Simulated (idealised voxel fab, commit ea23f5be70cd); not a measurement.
A process module follows: voxel capacitor over wiring.
Displayed cross-section: cut, width of 245 nm, square cells sized 5 nm.
Notation: cross-section as square-cell grid; stated in bands, top first, going down; one or more cell rows per band. For a band, the entry starts with two heights in nm, that of the top and then that of the bottom, and carries on with the band's materials in order from left to right, each alongside its width in nm; the word "full width" beside a single material means it fills the band edge to edge, and "empty" means empty space. Note: height 0 marks the level under which the wafer is uniformly one material as received. Lowest band unbounded below, written "from 0 down". Width spec "30..40" -> top row of cells at first value, bottom row at second value, equal per-row change in between. Any step labelled "no modifications" changed none of the cells in the cross-section. Entry "Enclosed internal voids" = empty spaces >= 8 cells with no open way to the top; each as width x height at distance, distance from left edge, all nm. Read whatever lies past the settings on a step's line as the simulator's own remark about the step. overlay nm, on a step with a mask: how far to the right of its planned place the mask lay; to the left if negative.
# Process steps - plan
1) op RECEIVE | material Si
2) op CONFORMAL_DEP | material SiO2 | thk nm 15
3) op DIRECTIONAL_DEP | material TiN | thk nm 5
4) op DIRECTIONAL_DEP | material W | thk nm 25
5) op DIRECTIONAL_DEP | material aC | thk nm 10
6) op PATTERN | tone cover | mask id METAL_1 | material resist | width nm 25 | pitch nm 80 | thk nm 30 | overlay nm 0
7) op DIRECTIONAL_ETCH | etch materials aC | depth nm 10
8) op STRIP | etch materials resist
9) op DIRECTIONAL_ETCH | etch materials W | depth nm 25
10) op DIRECTIONAL_ETCH | etch materials TiN | depth nm 5
11) op STRIP | etch materials aC
12) op CONFORMAL_DEP | material SiCN | thk nm 5
13) op FILL_DEP | material lowk | thk nm 10
14) op CMP | height nm 45
15) op CONFORMAL_DEP | material SiCN | thk nm 5
16) op DIRECTIONAL_DEP | material lowk | thk nm 10
17) op DIRECTIONAL_DEP | material aC | thk nm 10
18) op PATTERN | tone open | mask id PLUG_1 | material resist | width nm 15 | thk nm 30 | overlay nm 0
19) op DIRECTIONAL_ETCH | etch materials aC | depth nm 10
20) op STRIP | etch materials resist
21) op DIRECTIONAL_ETCH | etch materials lowk | depth nm 10
22) op DIRECTIONAL_ETCH | etch materials SiCN | depth nm 5
23) op STRIP | etch materials aC
24) op CONFORMAL_DEP | material TiN | thk nm 5
25) op FILL_DEP | material Cu | thk nm 5
26) op CMP | height nm 55
27) op DIRECTIONAL_DEP | material TiN | thk nm 5
28) op DIRECTIONAL_DEP | material SiN | thk nm 5
29) op DIRECTIONAL_DEP | material TiN | thk nm 5
30) op DIRECTIONAL_DEP | material aC | thk nm 10
31) op PATTERN | tone cover | mask id UPPER_PLATE | material resist | width nm 60 | thk nm 30 | overlay nm 0
32) op DIRECTIONAL_ETCH | etch materials aC | depth nm 10
33) op STRIP | etch materials resist
34) op DIRECTIONAL_ETCH | etch materials TiN | depth nm 5
35) op DIRECTIONAL_ETCH | etch materials SiN | depth nm 5
36) op STRIP | etch materials aC
37) op PATTERN | tone cover | mask id LOWER_PLATE | material resist | width nm 70 | thk nm 20 | overlay nm 0
38) op DIRECTIONAL_ETCH | etch materials TiN | depth nm 5
39) op STRIP | etch materials resist
40) op FILL_DEP | material SiO2 | thk nm 20
41) op CMP | height nm 90
42) op MASKED_ETCH | tone open | mask id PLUG_2 | width nm 15 | etch materials SiO2 | depth nm 15 | overlay nm 0
43) op CONFORMAL_DEP | material TiN | thk nm 5
44) op FILL_DEP | material Cu | thk nm 10
45) op CMP | height nm 90
46) op CONFORMAL_DEP | material SiN | thk nm 5
Where the wafers of this document differ is in the height nm of step 26; they start out the same, and the plan states the value that applied to the first wafer.
# Sectional view: first of several wafers, as received, after step 1
  from 0 down = Si full width
  Enclosed internal voids: none
# Last step of the module is step 46; after it, the first of several wafers in cross-section
  from 95 to 90 = SiN full width
  from 90 to 80 = SiO2 90; TiN 5; Cu 5; TiN 5; SiO2 140
  from 80 to 75 = SiO2 90; TiN 15; SiO2 140
  from 75 to 70 = SiO2 full width
  from 70 to 65 = SiO2 80; TiN 60; SiO2 105
  from 65 to 60 = SiO2 80; SiN 60; SiO2 105
  from 60 to 55 = SiO2 75; TiN 70; SiO2 100
  from 55 to 50 = lowk 80; TiN 5; Cu 5; TiN 5; lowk 150
  from 50 to 45 = SiCN 80; TiN 15; SiCN 150
  from 45 to 20 = lowk 65; SiCN 5; W 25; SiCN 5; lowk 45; SiCN 5; W 25; SiCN 5; lowk 65
  from 20 to 15 = SiCN 70; TiN 25; SiCN 55; TiN 25; SiCN 70
  from 15 to 0 = SiO2 full width
  from 0 down = Si full width
  Enclosed internal voids: none
# So this is the cross-section on the last wafer at the end of the module
  from 95 to 90 = SiN full width
  from 90 to 80 = SiO2 90..80; TiN 15..60; SiO2 140..105
  from 80 to 75 = SiO2 80; SiN 60; SiO2 105
  from 75 to 70 = SiO2 75; TiN 70; SiO2 100
  from 70 to 65 = Cu full width
  from 65 to 60 = TiN 85; Cu 5; TiN 155
  from 60 to 50 = lowk 80; TiN 5; Cu 5; TiN 5; lowk 150
  from 50 to 45 = SiCN 80; TiN 15; SiCN 150
  from 45 to 20 = lowk 65; SiCN 5; W 25; SiCN 5; lowk 45; SiCN 5; W 25; SiCN 5; lowk 65
  from 20 to 15 = SiCN 70; TiN 25; SiCN 55; TiN 25; SiCN 70
  from 15 to 0 = SiO2 full width
  from 0 down = Si full width
  Enclosed internal voids: none
# Take any row and you have a wafer at the end of the module: how many cells of each material it has gained (+) or lost (-) since it was received, and then its closed voids
height nm 55; +3 Cu; +105 SiCN; +61 SiN; +443 SiO2; +48 TiN; +50 W; +221 lowk; Enclosed internal voids: none
height nm 60; +4 Cu; +105 SiCN; +61 SiN; +394 SiO2; +50 TiN; +50 W; +267 lowk; Enclosed internal voids: none
height nm 65; +4 Cu; +105 SiCN; +61 SiN; +348 SiO2; +96 TiN; +50 W; +267 lowk; Enclosed internal voids: none
height nm 70; +52 Cu; +105 SiCN; +61 SiN; +302 SiO2; +94 TiN; +50 W; +267 lowk; Enclosed internal voids: none
